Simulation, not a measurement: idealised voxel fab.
The process module presented herein is designated voxel transistor to metal.
Section cut is 285 nm wide and gridded with 5 nm square cells.
Heads up, the way a cross-section reads in here is a grid of square cells, handed over as bands from the top down, with every band being one or more rows of cells.
Heads up on the band format: heights come first, top then bottom, in nm. After that it's the materials left to right, each with its width in nm. A single material flagged "full width" fills the whole band edge to edge, and "empty" means there's empty space there.
Height datum 0, below which the as-received substrate wafer is one material. Lowest band open at the bottom, running downward: "0 -> down".
So if you see something like "30..40" for the width, read it as the top row of the band sitting at the first number and the bottom row at the second, with every row in between moving by the same amount as the last.
For the purposes of this document, the phrase "stayed the same" attached to a step denotes that no cell within the cross-section was modified by that step.
Each empty space that has no open way to the top and spans at least 8 cells appears under "Closed void inventory" as width x height at distance, the distance counted from the left edge, all in nm.
If you see something after the settings on a step's line, that's the simulator's own remark about that step.
"overlay nm" on a masked step: distance the mask lay right of its planned place, negative for left.
Guide to the pairs. Each holds a before and an after cross-section around one process step; the after cross-section is cut off at the lowest band that changed. Look under the pair for the step between them and its settings. Pairs can come from different runs of this module on the same starting wafer, so a pair follows on from the one above it only where its entry headed "Ahead of processing" says it does.

## Ahead of processing
> 50 -> 45  TiN 25 nm; empty 25 nm; TiN 45 nm; empty 25 nm; TiN 45 nm; empty 25 nm; TiN 45 nm; empty 25 nm; TiN 25 nm
> 45 -> 35  SiO2 20 nm; TiN 5 nm; empty 25..15 nm; TiN 5..15 nm; SiO2 35 nm; TiN 5..15 nm; empty 25..15 nm; TiN 5 nm; SiO2 35 nm; TiN 5 nm; empty 25..15 nm; TiN 5..15 nm; SiO2 35 nm; TiN 5..15 nm; empty 25..15 nm; TiN 5 nm; SiO2 20 nm
> 35 -> 25  SiO2 20 nm; TiN 5 nm; empty 15 nm; TiN 5 nm; SiN 10 nm; SiO2 5 nm; SiCN 25 nm; SiO2 5 nm; SiN 10 nm; TiN 5 nm; empty 15 nm; TiN 5 nm; SiO2 35 nm; TiN 5 nm; empty 15 nm; TiN 5 nm; SiN 10 nm; SiO2 5 nm; SiCN 25 nm; SiO2 5 nm; SiN 10 nm; TiN 5 nm; empty 15 nm; TiN 5 nm; SiO2 20 nm
> 25 -> 10  SiO2 20 nm; TiN 5 nm; empty 15 nm; TiN 5 nm; SiN 10 nm; SiO2 5 nm; polySi 25 nm; SiO2 5 nm; SiN 10 nm; TiN 5 nm; empty 15 nm; TiN 5 nm; SiO2 35 nm; TiN 5 nm; empty 15 nm; TiN 5 nm; SiN 10 nm; SiO2 5 nm; polySi 25 nm; SiO2 5 nm; SiN 10 nm; TiN 5 nm; empty 15 nm; TiN 5 nm; SiO2 20 nm
> 10 -> 5  SiO2 20 nm; TiN 10 nm; empty 10 nm; TiN 5 nm; SiN 10 nm; SiO2 5 nm; polySi 25 nm; SiO2 5 nm; SiN 10 nm; TiN 5 nm; empty 10 nm; TiN 10 nm; SiO2 35 nm; TiN 10 nm; empty 10 nm; TiN 5 nm; SiN 10 nm; SiO2 5 nm; polySi 25 nm; SiO2 5 nm; SiN 10 nm; TiN 5 nm; empty 10 nm; TiN 10 nm; SiO2 20 nm
> 5 -> 0  SiO2 15 nm; SiN 10 nm; TiN 20 nm; SiN 10 nm; SiO2 5 nm; polySi 25 nm; SiO2 5 nm; SiN 10 nm; TiN 20 nm; SiN 10 nm; SiO2 25 nm; SiN 10 nm; TiN 20 nm; SiN 10 nm; SiO2 5 nm; polySi 25 nm; SiO2 5 nm; SiN 10 nm; TiN 20 nm; SiN 10 nm; SiO2 15 nm
> 0 -> -5  SiO2 25 nm; nSi 5 nm; TiN 10 nm; nSi 5 nm; SiO2 55 nm; nSi 5 nm; TiN 10 nm; nSi 5 nm; SiO2 45 nm; nSi 5 nm; TiN 10 nm; nSi 5 nm; SiO2 55 nm; nSi 5 nm; TiN 10 nm; nSi 5 nm; SiO2 25 nm
> -5 -> -10  SiO2 20 nm; Si 5 nm; nSi 20 nm; Si 55 nm; nSi 20 nm; Si 5 nm; SiO2 35 nm; Si 5 nm; nSi 20 nm; Si 55 nm; nSi 20 nm; Si 5 nm; SiO2 20 nm
> -10 -> -30  SiO2 20 nm; Si 105 nm; SiO2 35 nm; Si 105 nm; SiO2 20 nm
> -30 -> down  Si full width
> Closed void inventory: none

## Structure After Step
> 55 -> 50  W full width
> 50 -> 45  TiN 25 nm; W 25 nm; TiN 45 nm; W 25 nm; TiN 45 nm; W 25 nm; TiN 45 nm; W 25 nm; TiN 25 nm
> 45 -> 35  SiO2 20 nm; TiN 5 nm; W 25..15 nm; TiN 5..15 nm; SiO2 35 nm; TiN 5..15 nm; W 25..15 nm; TiN 5 nm; SiO2 35 nm; TiN 5 nm; W 25..15 nm; TiN 5..15 nm; SiO2 35 nm; TiN 5..15 nm; W 25..15 nm; TiN 5 nm; SiO2 20 nm
> 35 -> 25  SiO2 20 nm; TiN 5 nm; W 15 nm; TiN 5 nm; SiN 10 nm; SiO2 5 nm; SiCN 25 nm; SiO2 5 nm; SiN 10 nm; TiN 5 nm; W 15 nm; TiN 5 nm; SiO2 35 nm; TiN 5 nm; W 15 nm; TiN 5 nm; SiN 10 nm; SiO2 5 nm; SiCN 25 nm; SiO2 5 nm; SiN 10 nm; TiN 5 nm; W 15 nm; TiN 5 nm; SiO2 20 nm
> 25 -> 10  SiO2 20 nm; TiN 5 nm; W 15 nm; TiN 5 nm; SiN 10 nm; SiO2 5 nm; polySi 25 nm; SiO2 5 nm; SiN 10 nm; TiN 5 nm; W 15 nm; TiN 5 nm; SiO2 35 nm; TiN 5 nm; W 15 nm; TiN 5 nm; SiN 10 nm; SiO2 5 nm; polySi 25 nm; SiO2 5 nm; SiN 10 nm; TiN 5 nm; W 15 nm; TiN 5 nm; SiO2 20 nm
> 10 -> 5  SiO2 20 nm; TiN 10 nm; W 10 nm; TiN 5 nm; SiN 10 nm; SiO2 5 nm; polySi 25 nm; SiO2 5 nm; SiN 10 nm; TiN 5 nm; W 10 nm; TiN 10 nm; SiO2 35 nm; TiN 10 nm; W 10 nm; TiN 5 nm; SiN 10 nm; SiO2 5 nm; polySi 25 nm; SiO2 5 nm; SiN 10 nm; TiN 5 nm; W 10 nm; TiN 10 nm; SiO2 20 nm
> For the remainder of the cross-section, below 5, there is no change.
> Closed void inventory: none
Connecting step for the cross-sections above: FILL_DEP [material W] [thk nm 5]

Ahead of processing: Please consult the pair immediately above; the cross-section it shows after its step is the state before this step.

## Structure After Step
> 45 -> 35  SiO2 20 nm; TiN 5 nm; W 25..15 nm; TiN 5..15 nm; SiO2 35 nm; TiN 5..15 nm; W 25..15 nm; TiN 5 nm; SiO2 35 nm; TiN 5 nm; W 25..15 nm; TiN 5..15 nm; SiO2 35 nm; TiN 5..15 nm; W 25..15 nm; TiN 5 nm; SiO2 20 nm
> For the remainder of the cross-section, below 35, there is no change.
> Closed void inventory: none
Connecting step for the cross-sections above: CMP [height nm 45]

Ahead of processing: Please consult the pair immediately above; the cross-section it shows after its step is the state before this step.

## Structure After Step
> 50 -> 45  TiN full width
> For the remainder of the cross-section, below 45, there is no change.
> Closed void inventory: none
Connecting step for the cross-sections above: DIRECTIONAL_DEP [material TiN] [thk nm 5]

Ahead of processing: Please consult the pair immediately above; the cross-section it shows after its step is the state before this step.

## Structure After Step
> 75 -> 50  W full width
> For the remainder of the cross-section, below 50, there is no change.
> Closed void inventory: none
Connecting step for the cross-sections above: DIRECTIONAL_DEP [material W] [thk nm 25]

Ahead of processing: Please consult the pair immediately above; the cross-section it shows after its step is the state before this step.

## Structure After Step
> 90 -> 75  empty 20 nm; resist 20 nm; empty 65 nm; resist 20 nm; empty 35 nm; resist 20 nm; empty 65 nm; resist 20 nm; empty 20 nm
> For the remainder of the cross-section, below 75, there is no change.
> Closed void inventory: none
Connecting step for the cross-sections above: PATTERN [tone cover] [mask id METAL_1] [material resist] [width nm 20] [thk nm 15] [overlay nm 0]

Ahead of processing: Please consult the pair immediately above; the cross-section it shows after its step is the state before this step.

## Structure After Step
> 90 -> 75  empty 20 nm; resist 20 nm; empty 65 nm; resist 20 nm; empty 35 nm; resist 20 nm; empty 65 nm; resist 20 nm; empty 20 nm
> 75 -> 50  empty 20 nm; W 20 nm; empty 65 nm; W 20 nm; empty 35 nm; W 20 nm; empty 65 nm; W 20 nm; empty 20 nm
> For the remainder of the cross-section, below 50, there is no change.
> Closed void inventory: none
Connecting step for the cross-sections above: DIRECTIONAL_ETCH [etch materials W] [depth nm 25]

Ahead of processing: Please consult the pair immediately above; the cross-section it shows after its step is the state before this step.

## Structure After Step
> 90 -> 75  empty 20 nm; resist 20 nm; empty 65 nm; resist 20 nm; empty 35 nm; resist 20 nm; empty 65 nm; resist 20 nm; empty 20 nm
> 75 -> 50  empty 20 nm; W 20 nm; empty 65 nm; W 20 nm; empty 35 nm; W 20 nm; empty 65 nm; W 20 nm; empty 20 nm
> 50 -> 45  empty 20 nm; TiN 20 nm; empty 65 nm; TiN 20 nm; empty 35 nm; TiN 20 nm; empty 65 nm; TiN 20 nm; empty 20 nm
> For the remainder of the cross-section, below 45, there is no change.
> Closed void inventory: none
Connecting step for the cross-sections above: DIRECTIONAL_ETCH [etch materials TiN] [depth nm 5]

Ahead of processing: Please consult the pair immediately above; the cross-section it shows after its step is the state before this step.

## Structure After Step
> 75 -> 50  empty 20 nm; W 20 nm; empty 65 nm; W 20 nm; empty 35 nm; W 20 nm; empty 65 nm; W 20 nm; empty 20 nm
> For the remainder of the cross-section, below 50, there is no change.
> Closed void inventory: none
Connecting step for the cross-sections above: STRIP [etch materials resist]

Ahead of processing: Please consult the pair immediately above; the cross-section it shows after its step is the state before this step.

## Structure After Step
> 80 -> 75  empty 15 nm; SiN 30 nm; empty 55 nm; SiN 30 nm; empty 25 nm; SiN 30 nm; empty 55 nm; SiN 30 nm; empty 15 nm
> 75 -> 50  empty 15 nm; SiN 5 nm; W 20 nm; SiN 5 nm; empty 55 nm; SiN 5 nm; W 20 nm; SiN 5 nm; empty 25 nm; SiN 5 nm; W 20 nm; SiN 5 nm; empty 55 nm; SiN 5 nm; W 20 nm; SiN 5 nm; empty 15 nm
> 50 -> 45  SiN 20 nm; TiN 20 nm; SiN 65 nm; TiN 20 nm; SiN 35 nm; TiN 20 nm; SiN 65 nm; TiN 20 nm; SiN 20 nm
> For the remainder of the cross-section, below 45, there is no change.
> Closed void inventory: none
Connecting step for the cross-sections above: CONFORMAL_DEP [material SiN] [thk nm 5]

Ahead of processing: Please consult the pair immediately above; the cross-section it shows after its step is the state before this step.

## Structure After Step
> 90 -> 80  SiO2 full width
> 80 -> 75  SiO2 15 nm; SiN 30 nm; SiO2 55 nm; SiN 30 nm; SiO2 25 nm; SiN 30 nm; SiO2 55 nm; SiN 30 nm; SiO2 15 nm
> 75 -> 50  SiO2 15 nm; SiN 5 nm; W 20 nm; SiN 5 nm; SiO2 55 nm; SiN 5 nm; W 20 nm; SiN 5 nm; SiO2 25 nm; SiN 5 nm; W 20 nm; SiN 5 nm; SiO2 55 nm; SiN 5 nm; W 20 nm; SiN 5 nm; SiO2 15 nm
> For the remainder of the cross-section, below 50, there is no change.
> Closed void inventory: none
Connecting step for the cross-sections above: FILL_DEP [material SiO2] [thk nm 10]

Ahead of processing: Please consult the pair immediately above; the cross-section it shows after its step is the state before this step.

## Structure After Step
> 75 -> 50  SiO2 15 nm; SiN 5 nm; W 20 nm; SiN 5 nm; SiO2 55 nm; SiN 5 nm; W 20 nm; SiN 5 nm; SiO2 25 nm; SiN 5 nm; W 20 nm; SiN 5 nm; SiO2 55 nm; SiN 5 nm; W 20 nm; SiN 5 nm; SiO2 15 nm
> For the remainder of the cross-section, below 50, there is no change.
> Closed void inventory: none
Connecting step for the cross-sections above: CMP [height nm 75]

Ahead of processing: Please consult the pair immediately above; the cross-section it shows after its step is the state before this step.

## Structure After Step
> 80 -> 75  SiCN full width
> For the remainder of the cross-section, below 75, there is no change.
> Closed void inventory: none
Connecting step for the cross-sections above: CONFORMAL_DEP [material SiCN] [thk nm 5]

## Ahead of processing
> 35 -> 25  empty 55 nm; SiO2 5 nm; SiCN 25 nm; SiO2 5 nm; empty 105 nm; SiO2 5 nm; SiCN 25 nm; SiO2 5 nm; empty 55 nm
> 25 -> 5  empty 55 nm; SiO2 5 nm; polySi 25 nm; SiO2 5 nm; empty 105 nm; SiO2 5 nm; polySi 25 nm; SiO2 5 nm; empty 55 nm
> 5 -> 0  SiO2 15 nm; empty 40 nm; SiO2 5 nm; polySi 25 nm; SiO2 5 nm; empty 40 nm; SiO2 25 nm; empty 40 nm; SiO2 5 nm; polySi 25 nm; SiO2 5 nm; empty 40 nm; SiO2 15 nm
> 0 -> -5  SiO2 full width
> -5 -> -30  SiO2 20 nm; Si 105 nm; SiO2 35 nm; Si 105 nm; SiO2 20 nm
> -30 -> down  Si full width
> Closed void inventory: none

## Structure After Step
> 35 -> 30  empty 60 nm; SiCN 25 nm; empty 115 nm; SiCN 25 nm; empty 60 nm
> 30 -> 25  empty 55 nm; SiO2 5 nm; SiCN 25 nm; SiO2 5 nm; empty 105 nm; SiO2 5 nm; SiCN 25 nm; SiO2 5 nm; empty 55 nm
> 25 -> 0  empty 55 nm; SiO2 5 nm; polySi 25 nm; SiO2 5 nm; empty 105 nm; SiO2 5 nm; polySi 25 nm; SiO2 5 nm; empty 55 nm
> 0 -> -5  SiO2 15 nm; empty 40 nm; SiO2 35 nm; empty 40 nm; SiO2 25 nm; empty 40 nm; SiO2 35 nm; empty 40 nm; SiO2 15 nm
> For the remainder of the cross-section, below -5, there is no change.
> Closed void inventory: none
Connecting step for the cross-sections above: DIRECTIONAL_ETCH [etch materials SiO2] [depth nm 5]

Ahead of processing: Please consult the pair immediately above; the cross-section it shows after its step is the state before this step.

## Structure After Step
> 35 -> 30  empty 60 nm; SiCN 25 nm; empty 115 nm; SiCN 25 nm; empty 60 nm
> 30 -> 25  empty 55 nm; SiO2 5 nm; SiCN 25 nm; SiO2 5 nm; empty 105 nm; SiO2 5 nm; SiCN 25 nm; SiO2 5 nm; empty 55 nm
> 25 -> 0  empty 55 nm; SiO2 5 nm; polySi 25 nm; SiO2 5 nm; empty 105 nm; SiO2 5 nm; polySi 25 nm; SiO2 5 nm; empty 55 nm
> 0 -> -5  SiO2 15 nm; empty 40 nm; SiO2 35 nm; empty 40 nm; SiO2 25 nm; empty 40 nm; SiO2 35 nm; empty 40 nm; SiO2 15 nm
> -5 -> -10  SiO2 20 nm; empty 35 nm; Si 35 nm; empty 35 nm; SiO2 35 nm; empty 35 nm; Si 35 nm; empty 35 nm; SiO2 20 nm
> For the remainder of the cross-section, below -10, there is no change.
> Closed void inventory: none
Connecting step for the cross-sections above: DIRECTIONAL_ETCH [etch materials Si] [depth nm 5]

Ahead of processing: Please consult the pair immediately above; the cross-section it shows after its step is the state before this step.

## Structure After Step
> 35 -> 30  empty 60 nm; SiCN 25 nm; empty 115 nm; SiCN 25 nm; empty 60 nm
> 30 -> 25  empty 55 nm; SiO2 5 nm; SiCN 25 nm; SiO2 5 nm; empty 105 nm; SiO2 5 nm; SiCN 25 nm; SiO2 5 nm; empty 55 nm
> 25 -> 0  empty 55 nm; SiO2 5 nm; polySi 25 nm; SiO2 5 nm; empty 105 nm; SiO2 5 nm; polySi 25 nm; SiO2 5 nm; empty 55 nm
> 0 -> -5  SiO2 15 nm; empty 35 nm; nSi 5 nm; SiO2 35 nm; nSi 5 nm; empty 35 nm; SiO2 25 nm; empty 35 nm; nSi 5 nm; SiO2 35 nm; nSi 5 nm; empty 35 nm; SiO2 15 nm
> -5 -> -10  SiO2 20 nm; nSi 35 nm; Si 35 nm; nSi 35 nm; SiO2 35 nm; nSi 35 nm; Si 35 nm; nSi 35 nm; SiO2 20 nm
> For the remainder of the cross-section, below -10, there is no change.
> Closed void inventory: none
Connecting step for the cross-sections above: EPI [material nSi] [thk nm 5]

Ahead of processing: Please consult the pair immediately above; the cross-section it shows after its step is the state before this step.

## Structure After Step
> 40 -> 35  SiO2 full width
> 35 -> 25  SiO2 60 nm; SiCN 25 nm; SiO2 115 nm; SiCN 25 nm; SiO2 60 nm
> 25 -> 0  SiO2 60 nm; polySi 25 nm; SiO2 115 nm; polySi 25 nm; SiO2 60 nm
> 0 -> -5  SiO2 50 nm; nSi 5 nm; SiO2 35 nm; nSi 5 nm; SiO2 95 nm; nSi 5 nm; SiO2 35 nm; nSi 5 nm; SiO2 50 nm
> For the remainder of the cross-section, below -5, there is no change.
> Closed void inventory: none
Connecting step for the cross-sections above: FILL_DEP [material SiO2] [thk nm 5]

Ahead of processing: Please consult the pair immediately above; the cross-section it shows after its step is the state before this step.

## Structure After Step
> 35 -> 25  SiO2 60 nm; SiCN 25 nm; SiO2 115 nm; SiCN 25 nm; SiO2 60 nm
> For the remainder of the cross-section, below 25, there is no change.
> Closed void inventory: none
Connecting step for the cross-sections above: CMP [height nm 35]

Ahead of processing: Please consult the pair immediately above; the cross-section it shows after its step is the state before this step.

## Structure After Step
> 45 -> 35  SiO2 full width
> For the remainder of the cross-section, below 35, there is no change.
> Closed void inventory: none
Connecting step for the cross-sections above: DIRECTIONAL_DEP [material SiO2] [thk nm 10]

Ahead of processing: Please consult the pair immediately above; the cross-section it shows after its step is the state before this step.

## Structure After Step
> 55 -> 45  aC full width
> For the remainder of the cross-section, below 45, there is no change.
> Closed void inventory: none
Connecting step for the cross-sections above: DIRECTIONAL_DEP [material aC] [thk nm 10]

Ahead of processing: Please consult the pair immediately above; the cross-section it shows after its step is the state before this step.

## Structure After Step
> 85 -> 55  resist 20 nm; empty 35 nm; resist 35 nm; empty 35 nm; resist 35 nm; empty 35 nm; resist 35 nm; empty 35 nm; resist 20 nm
> For the remainder of the cross-section, below 55, there is no change.
> Closed void inventory: none
Connecting step for the cross-sections above: PATTERN [tone open] [mask id CONTACT] [material resist] [width nm 35] [pitch nm 70] [thk nm 30] [overlay nm 0]

Ahead of processing: Please consult the pair immediately above; the cross-section it shows after its step is the state before this step.

## Structure After Step
> 75 -> 55  resist 20 nm; empty 35 nm; resist 35 nm; empty 35 nm; resist 35 nm; empty 35 nm; resist 35 nm; empty 35 nm; resist 20 nm
> 55 -> 45  aC 20 nm; empty 35 nm; aC 35 nm; empty 35 nm; aC 35 nm; empty 35 nm; aC 35 nm; empty 35 nm; aC 20 nm
> For the remainder of the cross-section, below 45, there is no change.
> Closed void inventory: none
Connecting step for the cross-sections above: DIRECTIONAL_ETCH [etch materials aC] [depth nm 10]

Ahead of processing: Please consult the pair immediately above; the cross-section it shows after its step is the state before this step.

## Structure After Step
> 55 -> 45  aC 20 nm; empty 35 nm; aC 35 nm; empty 35 nm; aC 35 nm; empty 35 nm; aC 35 nm; empty 35 nm; aC 20 nm
> For the remainder of the cross-section, below 45, there is no change.
> Closed void inventory: none
Connecting step for the cross-sections above: STRIP [etch materials resist]

Ahead of processing: Please consult the pair immediately above; the cross-section it shows after its step is the state before this step.

## Structure After Step
> 55 -> 45  aC 20 nm; empty 35 nm; aC 35 nm; empty 35 nm; aC 35 nm; empty 35 nm; aC 35 nm; empty 35 nm; aC 20 nm
> 45 -> 35  SiO2 20 nm; empty 35 nm; SiO2 35 nm; empty 35 nm; SiO2 35 nm; empty 35 nm; SiO2 35 nm; empty 35 nm; SiO2 20 nm
> 35 -> 25  SiO2 20 nm; empty 35 nm; SiO2 5 nm; SiCN 25 nm; SiO2 5 nm; empty 35 nm; SiO2 35 nm; empty 35 nm; SiO2 5 nm; SiCN 25 nm; SiO2 5 nm; empty 35 nm; SiO2 20 nm
> 25 -> 0  SiO2 20 nm; empty 35 nm; SiO2 5 nm; polySi 25 nm; SiO2 5 nm; empty 35 nm; SiO2 35 nm; empty 35 nm; SiO2 5 nm; polySi 25 nm; SiO2 5 nm; empty 35 nm; SiO2 20 nm
> 0 -> -5  SiO2 20 nm; empty 30 nm; nSi 5 nm; SiO2 35 nm; nSi 5 nm; empty 30 nm; SiO2 35 nm; empty 30 nm; nSi 5 nm; SiO2 35 nm; nSi 5 nm; empty 30 nm; SiO2 20 nm
> For the remainder of the cross-section, below -5, there is no change.
> Closed void inventory: none
Connecting step for the cross-sections above: DIRECTIONAL_ETCH [etch materials SiO2] [depth nm 50]

Ahead of processing: Please consult the pair immediately above; the cross-section it shows after its step is the state before this step.

## Structure After Step
> 45 -> 35  SiO2 20 nm; empty 35 nm; SiO2 35 nm; empty 35 nm; SiO2 35 nm; empty 35 nm; SiO2 35 nm; empty 35 nm; SiO2 20 nm
> For the remainder of the cross-section, below 35, there is no change.
> Closed void inventory: none
Connecting step for the cross-sections above: STRIP [etch materials aC]

Ahead of processing: Please consult the pair immediately above; the cross-section it shows after its step is the state before this step.

## Structure After Step
> 50 -> 45  TiN 25 nm; empty 25 nm; TiN 45 nm; empty 25 nm; TiN 45 nm; empty 25 nm; TiN 45 nm; empty 25 nm; TiN 25 nm
> 45 -> 35  SiO2 20 nm; TiN 5 nm; empty 25 nm; TiN 5 nm; SiO2 35 nm; TiN 5 nm; empty 25 nm; TiN 5 nm; SiO2 35 nm; TiN 5 nm; empty 25 nm; TiN 5 nm; SiO2 35 nm; TiN 5 nm; empty 25 nm; TiN 5 nm; SiO2 20 nm
> 35 -> 25  SiO2 20 nm; TiN 5 nm; empty 25 nm; TiN 5 nm; SiO2 5 nm; SiCN 25 nm; SiO2 5 nm; TiN 5 nm; empty 25 nm; TiN 5 nm; SiO2 35 nm; TiN 5 nm; empty 25 nm; TiN 5 nm; SiO2 5 nm; SiCN 25 nm; SiO2 5 nm; TiN 5 nm; empty 25 nm; TiN 5 nm; SiO2 20 nm
> 25 -> 5  SiO2 20 nm; TiN 5 nm; empty 25 nm; TiN 5 nm; SiO2 5 nm; polySi 25 nm; SiO2 5 nm; TiN 5 nm; empty 25 nm; TiN 5 nm; SiO2 35 nm; TiN 5 nm; empty 25 nm; TiN 5 nm; SiO2 5 nm; polySi 25 nm; SiO2 5 nm; TiN 5 nm; empty 25 nm; TiN 5 nm; SiO2 20 nm
> 5 -> 0  SiO2 20 nm; TiN 5 nm; empty 20 nm; TiN 10 nm; SiO2 5 nm; polySi 25 nm; SiO2 5 nm; TiN 10 nm; empty 20 nm; TiN 5 nm; SiO2 35 nm; TiN 5 nm; empty 20 nm; TiN 10 nm; SiO2 5 nm; polySi 25 nm; SiO2 5 nm; TiN 10 nm; empty 20 nm; TiN 5 nm; SiO2 20 nm
> 0 -> -5  SiO2 20 nm; TiN 30 nm; nSi 5 nm; SiO2 35 nm; nSi 5 nm; TiN 30 nm; SiO2 35 nm; TiN 30 nm; nSi 5 nm; SiO2 35 nm; nSi 5 nm; TiN 30 nm; SiO2 20 nm
> For the remainder of the cross-section, below -5, there is no change.
> Closed void inventory: none
Connecting step for the cross-sections above: CONFORMAL_DEP [material TiN] [thk nm 5]

Ahead of processing: Please consult the pair immediately above; the cross-section it shows after its step is the state before this step.

## Structure After Step
> 55 -> 50  W full width
> 50 -> 45  TiN 25 nm; W 25 nm; TiN 45 nm; W 25 nm; TiN 45 nm; W 25 nm; TiN 45 nm; W 25 nm; TiN 25 nm
> 45 -> 35  SiO2 20 nm; TiN 5 nm; W 25 nm; TiN 5 nm; SiO2 35 nm; TiN 5 nm; W 25 nm; TiN 5 nm; SiO2 35 nm; TiN 5 nm; W 25 nm; TiN 5 nm; SiO2 35 nm; TiN 5 nm; W 25 nm; TiN 5 nm; SiO2 20 nm
> 35 -> 25  SiO2 20 nm; TiN 5 nm; W 25 nm; TiN 5 nm; SiO2 5 nm; SiCN 25 nm; SiO2 5 nm; TiN 5 nm; W 25 nm; TiN 5 nm; SiO2 35 nm; TiN 5 nm; W 25 nm; TiN 5 nm; SiO2 5 nm; SiCN 25 nm; SiO2 5 nm; TiN 5 nm; W 25 nm; TiN 5 nm; SiO2 20 nm
> 25 -> 5  SiO2 20 nm; TiN 5 nm; W 25 nm; TiN 5 nm; SiO2 5 nm; polySi 25 nm; SiO2 5 nm; TiN 5 nm; W 25 nm; TiN 5 nm; SiO2 35 nm; TiN 5 nm; W 25 nm; TiN 5 nm; SiO2 5 nm; polySi 25 nm; SiO2 5 nm; TiN 5 nm; W 25 nm; TiN 5 nm; SiO2 20 nm
> 5 -> 0  SiO2 20 nm; TiN 5 nm; W 20 nm; TiN 10 nm; SiO2 5 nm; polySi 25 nm; SiO2 5 nm; TiN 10 nm; W 20 nm; TiN 5 nm; SiO2 35 nm; TiN 5 nm; W 20 nm; TiN 10 nm; SiO2 5 nm; polySi 25 nm; SiO2 5 nm; TiN 10 nm; W 20 nm; TiN 5 nm; SiO2 20 nm
> For the remainder of the cross-section, below 0, there is no change.
> Closed void inventory: none
Connecting step for the cross-sections above: FILL_DEP [material W] [thk nm 5]

Ahead of processing: Please consult the pair immediately above; the cross-section it shows after its step is the state before this step.

## Structure After Step
> 45 -> 35  SiO2 20 nm; TiN 5 nm; W 25 nm; TiN 5 nm; SiO2 35 nm; TiN 5 nm; W 25 nm; TiN 5 nm; SiO2 35 nm; TiN 5 nm; W 25 nm; TiN 5 nm; SiO2 35 nm; TiN 5 nm; W 25 nm; TiN 5 nm; SiO2 20 nm
> For the remainder of the cross-section, below 35, there is no change.
> Closed void inventory: none
Connecting step for the cross-sections above: CMP [height nm 45]

Ahead of processing: Please consult the pair immediately above; the cross-section it shows after its step is the state before this step.

## Structure After Step
> 50 -> 45  TiN full width
> For the remainder of the cross-section, below 45, there is no change.
> Closed void inventory: none
Connecting step for the cross-sections above: DIRECTIONAL_DEP [material TiN] [thk nm 5]

Ahead of processing: Please consult the pair immediately above; the cross-section it shows after its step is the state before this step.

## Structure After Step
> 75 -> 50  W full width
> For the remainder of the cross-section, below 50, there is no change.
> Closed void inventory: none
Connecting step for the cross-sections above: DIRECTIONAL_DEP [material W] [thk nm 25]

Ahead of processing: Please consult the pair immediately above; the cross-section it shows after its step is the state before this step.

## Structure After Step
> 90 -> 75  empty 20 nm; resist 20 nm; empty 65 nm; resist 20 nm; empty 35 nm; resist 20 nm; empty 65 nm; resist 20 nm; empty 20 nm
> For the remainder of the cross-section, below 75, there is no change.
> Closed void inventory: none
Connecting step for the cross-sections above: PATTERN [tone cover] [mask id METAL_1] [material resist] [width nm 20] [thk nm 15] [overlay nm 0]

Ahead of processing: Please consult the pair immediately above; the cross-section it shows after its step is the state before this step.

## Structure After Step
> 90 -> 75  empty 20 nm; resist 20 nm; empty 65 nm; resist 20 nm; empty 35 nm; resist 20 nm; empty 65 nm; resist 20 nm; empty 20 nm
> 75 -> 50  empty 20 nm; W 20 nm; empty 65 nm; W 20 nm; empty 35 nm; W 20 nm; empty 65 nm; W 20 nm; empty 20 nm
> For the remainder of the cross-section, below 50, there is no change.
> Closed void inventory: none
Connecting step for the cross-sections above: DIRECTIONAL_ETCH [etch materials W] [depth nm 25]

Ahead of processing: Please consult the pair immediately above; the cross-section it shows after its step is the state before this step.

## Structure After Step
> 90 -> 75  empty 20 nm; resist 20 nm; empty 65 nm; resist 20 nm; empty 35 nm; resist 20 nm; empty 65 nm; resist 20 nm; empty 20 nm
> 75 -> 50  empty 20 nm; W 20 nm; empty 65 nm; W 20 nm; empty 35 nm; W 20 nm; empty 65 nm; W 20 nm; empty 20 nm
> 50 -> 45  empty 20 nm; TiN 20 nm; empty 65 nm; TiN 20 nm; empty 35 nm; TiN 20 nm; empty 65 nm; TiN 20 nm; empty 20 nm
> For the remainder of the cross-section, below 45, there is no change.
> Closed void inventory: none
Connecting step for the cross-sections above: DIRECTIONAL_ETCH [etch materials TiN] [depth nm 5]

Ahead of processing: Please consult the pair immediately above; the cross-section it shows after its step is the state before this step.

## Structure After Step
> 75 -> 50  empty 20 nm; W 20 nm; empty 65 nm; W 20 nm; empty 35 nm; W 20 nm; empty 65 nm; W 20 nm; empty 20 nm
> For the remainder of the cross-section, below 50, there is no change.
> Closed void inventory: none
Connecting step for the cross-sections above: STRIP [etch materials resist]

Ahead of processing: Please consult the pair immediately above; the cross-section it shows after its step is the state before this step.

## Structure After Step
> 80 -> 75  empty 15 nm; SiN 30 nm; empty 55 nm; SiN 30 nm; empty 25 nm; SiN 30 nm; empty 55 nm; SiN 30 nm; empty 15 nm
> 75 -> 50  empty 15 nm; SiN 5 nm; W 20 nm; SiN 5 nm; empty 55 nm; SiN 5 nm; W 20 nm; SiN 5 nm; empty 25 nm; SiN 5 nm; W 20 nm; SiN 5 nm; empty 55 nm; SiN 5 nm; W 20 nm; SiN 5 nm; empty 15 nm
> 50 -> 45  SiN 20 nm; TiN 20 nm; SiN 65 nm; TiN 20 nm; SiN 35 nm; TiN 20 nm; SiN 65 nm; TiN 20 nm; SiN 20 nm
> For the remainder of the cross-section, below 45, there is no change.
> Closed void inventory: none
Connecting step for the cross-sections above: CONFORMAL_DEP [material SiN] [thk nm 5]

Ahead of processing: Please consult the pair immediately above; the cross-section it shows after its step is the state before this step.

## Structure After Step
> 90 -> 80  SiO2 full width
> 80 -> 75  SiO2 15 nm; SiN 30 nm; SiO2 55 nm; SiN 30 nm; SiO2 25 nm; SiN 30 nm; SiO2 55 nm; SiN 30 nm; SiO2 15 nm
> 75 -> 50  SiO2 15 nm; SiN 5 nm; W 20 nm; SiN 5 nm; SiO2 55 nm; SiN 5 nm; W 20 nm; SiN 5 nm; SiO2 25 nm; SiN 5 nm; W 20 nm; SiN 5 nm; SiO2 55 nm; SiN 5 nm; W 20 nm; SiN 5 nm; SiO2 15 nm
> For the remainder of the cross-section, below 50, there is no change.
> Closed void inventory: none
Connecting step for the cross-sections above: FILL_DEP [material SiO2] [thk nm 10]

Ahead of processing: Please consult the pair immediately above; the cross-section it shows after its step is the state before this step.

## Structure After Step
> 75 -> 50  SiO2 15 nm; SiN 5 nm; W 20 nm; SiN 5 nm; SiO2 55 nm; SiN 5 nm; W 20 nm; SiN 5 nm; SiO2 25 nm; SiN 5 nm; W 20 nm; SiN 5 nm; SiO2 55 nm; SiN 5 nm; W 20 nm; SiN 5 nm; SiO2 15 nm
> For the remainder of the cross-section, below 50, there is no change.
> Closed void inventory: none
Connecting step for the cross-sections above: CMP [height nm 75]
